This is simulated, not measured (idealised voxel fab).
The following process module bears the name voxel transistor to metal.
The width of the displayed cross-section, cut, is 140 nm; its cells are square, with a size of 5 nm.
Cross-section format: a grid of square cells, given as bands from top to bottom; each band is one or more rows of cells.
It is stipulated that each band's entry specify, in nanometres, the height of the top of the band and then that of its bottom, followed by the materials of the band in left-to-right sequence, each together with its width in nanometres. A single material marked by the word "everywhere" is understood to fill the band from edge to edge; the word "air" is understood to denote empty space.
Heights are measured from 0, the level below which the as-received wafer is all one material; the lowest band has no bottom and continues downward, written as in "0 -> down".
With a width like "30 to 40", each row of cells in the band differs from the next by the same amount, the top row carrying the first number and the bottom row the second.
Basically "identical to before" means that step didn't change any cell in the cross-section.
Basically, "Enclosed void listing" tells you about the enclosed voids: empty spaces with no open way to the top, 8 cells or bigger, each written width x height at distance, where distance is from the left edge, all in nm.
If you see something after the settings on a step's line, that's the simulator's own remark about that step.
overlay nm: right-of-plan distance of the mask on a masked step; negative values mean left-of-plan.
THE PLANNED PROCESS STEPS ARE ENUMERATED HEREUNDER
1 RECEIVE: material Si
2 CONFORMAL_DEP: material SiO2, thk nm 5
3 CONFORMAL_DEP: material SiN, thk nm 15
4 PATTERN: tone cover, mask id ACTIVE, material resist, width nm 105, thk nm 20, overlay nm 0
5 DIRECTIONAL_ETCH: etch materials SiN, depth nm 15
6 DIRECTIONAL_ETCH: etch materials SiO2, depth nm 5
7 DIRECTIONAL_ETCH: etch materials Si, depth nm 30
8 STRIP: etch materials resist
9 FILL_DEP: material SiO2, thk nm 5
10 CMP: height nm 20
11 SELECTIVE_ETCH: etch materials SiO2, depth nm 5
12 STRIP: etch materials SiN
13 SELECTIVE_ETCH: etch materials SiO2, depth nm 5
14 OXIDIZE: depth nm 5
15 DIRECTIONAL_DEP: material polySi, thk nm 25
16 DIRECTIONAL_DEP: material SiCN, thk nm 10
17 DIRECTIONAL_DEP: material aC, thk nm 15
18 PATTERN: tone cover, mask id GATE, material resist, width nm 15, thk nm 30, overlay nm 0
19 DIRECTIONAL_ETCH: etch materials aC, depth nm 15
20 STRIP: etch materials resist
21 DIRECTIONAL_ETCH: etch materials SiCN, depth nm 20
22 DIRECTIONAL_ETCH: etch materials polySi, depth nm 35
23 STRIP: etch materials aC
24 CONFORMAL_DEP: material SiN, thk nm 10
25 DIRECTIONAL_ETCH: etch materials SiN, depth nm 10
26 DIRECTIONAL_ETCH: etch materials SiO2, depth nm 5
27 EPI: material pSi, thk nm 5
28 FILL_DEP: material SiO2, thk nm 5
29 CMP: height nm 35
30 DIRECTIONAL_DEP: material SiO2, thk nm 10
31 DIRECTIONAL_DEP: material aC, thk nm 15
32 PATTERN: tone open, mask id CONTACT, material resist, width nm 20, pitch nm 65, thk nm 30, overlay nm 0
33 DIRECTIONAL_ETCH: etch materials aC, depth nm 15
34 STRIP: etch materials resist
35 DIRECTIONAL_ETCH: etch materials SiO2, depth nm 45
36 STRIP: etch materials aC
37 CONFORMAL_DEP: material TiN, thk nm 5
38 FILL_DEP: material W, thk nm 5
39 CMP: height nm 45
40 DIRECTIONAL_DEP: material TiN, thk nm 5
41 DIRECTIONAL_DEP: material W, thk nm 20
42 MASKED_ETCH: tone cover, mask id METAL_1, width nm 20, pitch nm 65, etch materials W, depth nm 20, overlay nm 0
43 MASKED_ETCH: tone cover, mask id METAL_1, width nm 20, pitch nm 65, etch materials TiN, depth nm 5, overlay nm 0
44 CONFORMAL_DEP: material SiCN, thk nm 5
45 FILL_DEP: material SiO2, thk nm 10
46 CMP: height nm 70
47 CONFORMAL_DEP: material SiCN, thk nm 5
SO THIS IS THE INCOMING WAFER IN CROSS-SECTION - IT'S ALREADY BEEN THROUGH STEP 1
0 -> down  Si everywhere
Enclosed void listing: none
FINAL CROSS-SECTION, MODULE RUN WITH ONE MISTAKE (START AND PLAN AS ABOVE)
75 -> 70  SiCN everywhere
70 -> 55  SiO2=10 / SiCN=5 / W=20 / SiCN=5 / SiO2=35 / SiCN=5 / W=20 / SiCN=5 / SiO2=35
55 -> 50  SiO2=10 / SiCN=5 / W=20 / SiCN=15 / SiO2=25 / SiCN=5 / W=20 / SiCN=15 / SiO2=25
50 -> 45  SiCN=15 / TiN=30 / SiCN=35 / TiN=30 / SiCN=30
45 -> 35  SiO2=25 / TiN=5 / W=10 / TiN=5 / SiO2=45 / TiN=5 / W=10 / TiN=5 / SiO2=30
35 -> 25  SiO2=25 / TiN=5 / W=10 / TiN=5 / SiO2=5 / SiN=10 / SiCN=15 / SiN=10 / SiO2=5 / TiN=5 / W=10 / TiN=5 / SiO2=30
25 -> 10  SiO2=25 / TiN=5 / W=10 / TiN=5 / SiO2=5 / SiN=10 / polySi=15 / SiN=10 / SiO2=5 / TiN=5 / W=10 / TiN=5 / SiO2=30
10 -> 5  SiO2=10 / SiN=10 / SiO2=5 / TiN=5 / W=10 / TiN=5 / SiO2=5 / SiN=10 / polySi=15 / SiN=10 / SiO2=5 / TiN=5 / W=10 / TiN=5 / SiO2=5 / SiN=10 / SiO2=15
5 -> 0  SiO2=10 / SiN=10 / SiO2=5 / TiN=20 / SiO2=5 / SiN=10 / polySi=15 / SiN=10 / SiO2=5 / TiN=20 / SiO2=5 / SiN=10 / SiO2=15
0 -> -5  SiO2=20 / pSi=30 / SiO2=35 / pSi=30 / SiO2=25
-5 -> -30  SiO2=15 / Si=105 / SiO2=20
-30 -> down  Si everywhere
Enclosed void listing: none
Which mistake was made when the wafer was run? for step 42, the planned setting was not used; the step was instead run as MASKED_ETCH: tone cover, mask id METAL_1, width nm 20, pitch nm 65, etch materials W, depth nm 20, overlay nm -10
